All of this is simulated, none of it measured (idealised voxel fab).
process module | voxel capacitor over wiring
cross-section cut | 240 nm wide | cells 5 nm
A cross-section is a grid of square cells, given in bands from the top down. A band is one or more rows of cells.
Each band's line starts with the height of the band's top and of its bottom, in nm. Then come its materials from left to right, each with its width in nm. One material with "throughout" fills the band from edge to edge. "air" is empty space.
Height 0 is the level under which the wafer as received is all one material. The lowest band goes on downwards, as in "0 down".
A width such as "30 to 40" changes by the same amount from each row of cells to the next, from the band's top row to its bottom row.
"no change" after a step means that no cell of the cross-section changed.
closed voids: empty space of 8 cells or more with no open way to the top, each as width x height at its distance from the left edge, in nm
after a step's settings: what the simulator itself notes on the step
overlay nm, on a step with a mask: how far to the right of its planned place the mask lay; to the left if negative
plan
1 op RECEIVE | material Si
2 op CONFORMAL_DEP | material SiO2 | thk nm 15
3 op DIRECTIONAL_DEP | material TiN | thk nm 5
4 op DIRECTIONAL_DEP | material W | thk nm 25
5 op MASKED_ETCH | tone cover | mask id METAL_1 | width nm 20 | pitch nm 80 | etch materials W | depth nm 25 | overlay nm 0
6 op MASKED_ETCH | tone cover | mask id METAL_1 | width nm 20 | pitch nm 80 | etch materials TiN | depth nm 5 | overlay nm 0
7 op CONFORMAL_DEP | material SiN | thk nm 5
8 op FILL_DEP | material lowk | thk nm 10
9 op CMP | height nm 45
10 op CONFORMAL_DEP | material SiCN | thk nm 5
11 op DIRECTIONAL_DEP | material SiO2 | thk nm 10
12 op MASKED_ETCH | tone open | mask id PLUG_1 | width nm 15 | etch materials SiO2 | depth nm 10 | overlay nm 0
13 op MASKED_ETCH | tone open | mask id PLUG_1 | width nm 15 | etch materials SiCN | depth nm 5 | overlay nm 0
14 op EPI | material Ru | thk nm 10
15 op EPI | material Ru | thk nm 5
16 op DIRECTIONAL_DEP | material TiN | thk nm 5
17 op DIRECTIONAL_DEP | material Al2O3 | thk nm 5
18 op DIRECTIONAL_DEP | material TiN | thk nm 10
19 op PATTERN | tone cover | mask id UPPER_PLATE | material resist | width nm 65 | thk nm 20 | overlay nm 0
20 op DIRECTIONAL_ETCH | etch materials TiN | depth nm 10
21 op DIRECTIONAL_ETCH | etch materials Al2O3 | depth nm 5
22 op STRIP | etch materials resist
23 op PATTERN | tone cover | mask id LOWER_PLATE | material resist | width nm 75 | thk nm 15 | overlay nm 0
24 op DIRECTIONAL_ETCH | etch materials TiN | depth nm 5
25 op STRIP | etch materials resist
26 op FILL_DEP | material SiO2 | thk nm 15
27 op CMP | height nm 90
28 op PATTERN | tone open | mask id PLUG_2 | material resist | width nm 15 | thk nm 20 | overlay nm 0
29 op DIRECTIONAL_ETCH | etch materials SiO2 | depth nm 10
30 op STRIP | etch materials resist
31 op CONFORMAL_DEP | material TiN | thk nm 5
32 op FILL_DEP | material Cu | thk nm 10
33 op CMP | height nm 90
34 op CONFORMAL_DEP | material SiN | thk nm 5
first wafer, as planned
as received, after step 1
  0 down: Si throughout
  closed voids: none
after step 2
  15 to 0: SiO2 throughout
  below 0: unchanged
after step 3
  20 to 15: TiN throughout
  below 15: unchanged
after step 4
  45 to 20: W throughout
  below 20: unchanged
after step 5
  45 to 20: air 70 | W 20 | air 60 | W 20 | air 70
  below 20: unchanged
after step 6
  45 to 20: air 70 | W 20 | air 60 | W 20 | air 70
  20 to 15: air 70 | TiN 20 | air 60 | TiN 20 | air 70
  below 15: unchanged
after step 7
  50 to 45: air 65 | SiN 30 | air 50 | SiN 30 | air 65
  45 to 20: air 65 | SiN 5 | W 20 | SiN 5 | air 50 | SiN 5 | W 20 | SiN 5 | air 65
  20 to 15: SiN 70 | TiN 20 | SiN 60 | TiN 20 | SiN 70
  below 15: unchanged
after step 8
  60 to 50: lowk throughout
  50 to 45: lowk 65 | SiN 30 | lowk 50 | SiN 30 | lowk 65
  45 to 20: lowk 65 | SiN 5 | W 20 | SiN 5 | lowk 50 | SiN 5 | W 20 | SiN 5 | lowk 65
  below 20: unchanged
after step 9
  45 to 20: lowk 65 | SiN 5 | W 20 | SiN 5 | lowk 50 | SiN 5 | W 20 | SiN 5 | lowk 65
  below 20: unchanged
after step 10
  50 to 45: SiCN throughout
  below 45: unchanged
after step 11
  60 to 50: SiO2 throughout
  below 50: unchanged
after step 12
  60 to 50: SiO2 75 | air 15 | SiO2 150
  below 50: unchanged
after step 13
  60 to 50: SiO2 75 | air 15 | SiO2 150
  50 to 45: SiCN 75 | air 15 | SiCN 150
  below 45: unchanged
after step 14
  60 to 55: SiO2 75 | air 15 | SiO2 150
  55 to 50: SiO2 75 | Ru 15 | SiO2 150
  50 to 45: SiCN 75 | Ru 15 | SiCN 150
  below 45: unchanged
after step 15
  60 to 50: SiO2 75 | Ru 15 | SiO2 150
  below 50: unchanged
after step 16
  65 to 60: TiN throughout
  below 60: unchanged
after step 17
  70 to 65: Al2O3 throughout
  below 65: unchanged
after step 18
  80 to 70: TiN throughout
  below 70: unchanged
after step 19
  100 to 80: air 75 | resist 65 | air 100
  below 80: unchanged
after step 20
  100 to 80: air 75 | resist 65 | air 100
  80 to 70: air 75 | TiN 65 | air 100
  below 70: unchanged
after step 21
  100 to 80: air 75 | resist 65 | air 100
  80 to 70: air 75 | TiN 65 | air 100
  70 to 65: air 75 | Al2O3 65 | air 100
  below 65: unchanged
after step 22
  80 to 70: air 75 | TiN 65 | air 100
  below 70: unchanged
after step 23
  95 to 80: air 70 | resist 75 | air 95
  80 to 70: air 70 | resist 5 | TiN 65 | resist 5 | air 95
  70 to 65: air 70 | resist 5 | Al2O3 65 | resist 5 | air 95
  below 65: unchanged
after step 24
  95 to 80: air 70 | resist 75 | air 95
  80 to 70: air 70 | resist 5 | TiN 65 | resist 5 | air 95
  70 to 65: air 70 | resist 5 | Al2O3 65 | resist 5 | air 95
  65 to 60: air 70 | TiN 75 | air 95
  below 60: unchanged
after step 25
  80 to 70: air 75 | TiN 65 | air 100
  70 to 65: air 75 | Al2O3 65 | air 100
  below 65: unchanged
after step 26
  95 to 80: SiO2 throughout
  80 to 70: SiO2 75 | TiN 65 | SiO2 100
  70 to 65: SiO2 75 | Al2O3 65 | SiO2 100
  65 to 60: SiO2 70 | TiN 75 | SiO2 95
  below 60: unchanged
after step 27
  90 to 80: SiO2 throughout
  below 80: unchanged
after step 28
  110 to 90: resist 85 | air 15 | resist 140
  below 90: unchanged
after step 29
  110 to 90: resist 85 | air 15 | resist 140
  90 to 80: SiO2 85 | air 15 | SiO2 140
  below 80: unchanged
after step 30
  90 to 80: SiO2 85 | air 15 | SiO2 140
  below 80: unchanged
after step 31
  95 to 90: TiN 90 | air 5 | TiN 145
  90 to 85: SiO2 85 | TiN 5 | air 5 | TiN 5 | SiO2 140
  85 to 80: SiO2 85 | TiN 15 | SiO2 140
  below 80: unchanged
after step 32
  105 to 95: Cu throughout
  95 to 90: TiN 90 | Cu 5 | TiN 145
  90 to 85: SiO2 85 | TiN 5 | Cu 5 | TiN 5 | SiO2 140
  below 85: unchanged
after step 33
  90 to 85: SiO2 85 | TiN 5 | Cu 5 | TiN 5 | SiO2 140
  below 85: unchanged
after step 34
  95 to 90: SiN throughout
  below 90: unchanged
second wafer: like start, like plan, one mistake. Through step 22 it matches the first wafer
when step 23 should have ended
  95 to 80: air 65 | resist 85 | air 90
  80 to 70: air 65 | resist 10 | TiN 65 | resist 10 | air 90
  70 to 65: air 65 | resist 10 | Al2O3 65 | resist 10 | air 90
  below 65: unchanged
when step 24 should have ended
  95 to 80: air 65 | resist 85 | air 90
  80 to 70: air 65 | resist 10 | TiN 65 | resist 10 | air 90
  70 to 65: air 65 | resist 10 | Al2O3 65 | resist 10 | air 90
  65 to 60: air 65 | TiN 85 | air 90
  below 60: unchanged
when step 25 should have ended
  80 to 70: air 75 | TiN 65 | air 100
  70 to 65: air 75 | Al2O3 65 | air 100
  below 65: unchanged
when step 26 should have ended
  95 to 80: SiO2 throughout
  80 to 70: SiO2 75 | TiN 65 | SiO2 100
  70 to 65: SiO2 75 | Al2O3 65 | SiO2 100
  65 to 60: SiO2 65 | TiN 85 | SiO2 90
  below 60: unchanged
when step 27 should have ended
  90 to 80: SiO2 throughout
  below 80: unchanged
when step 28 should have ended
  110 to 90: resist 85 | air 15 | resist 140
  below 90: unchanged
when step 29 should have ended
  110 to 90: resist 85 | air 15 | resist 140
  90 to 80: SiO2 85 | air 15 | SiO2 140
  below 80: unchanged
when step 30 should have ended
  90 to 80: SiO2 85 | air 15 | SiO2 140
  below 80: unchanged
when step 31 should have ended
  95 to 90: TiN 90 | air 5 | TiN 145
  90 to 85: SiO2 85 | TiN 5 | air 5 | TiN 5 | SiO2 140
  85 to 80: SiO2 85 | TiN 15 | SiO2 140
  below 80: unchanged
when step 32 should have ended
  105 to 95: Cu throughout
  95 to 90: TiN 90 | Cu 5 | TiN 145
  90 to 85: SiO2 85 | TiN 5 | Cu 5 | TiN 5 | SiO2 140
  below 85: unchanged
when step 33 should have ended
  90 to 85: SiO2 85 | TiN 5 | Cu 5 | TiN 5 | SiO2 140
  below 85: unchanged
when step 34 should have ended
  95 to 90: SiN throughout
  below 90: unchanged
what went wrong: step 23 ran as: op PATTERN | tone cover | mask id LOWER_PLATE | material resist | width nm 85 | thk nm 15 | overlay nm 0
at the end the second wafer has, in cells: 2 fewer of SiO2 | 2 more of TiN
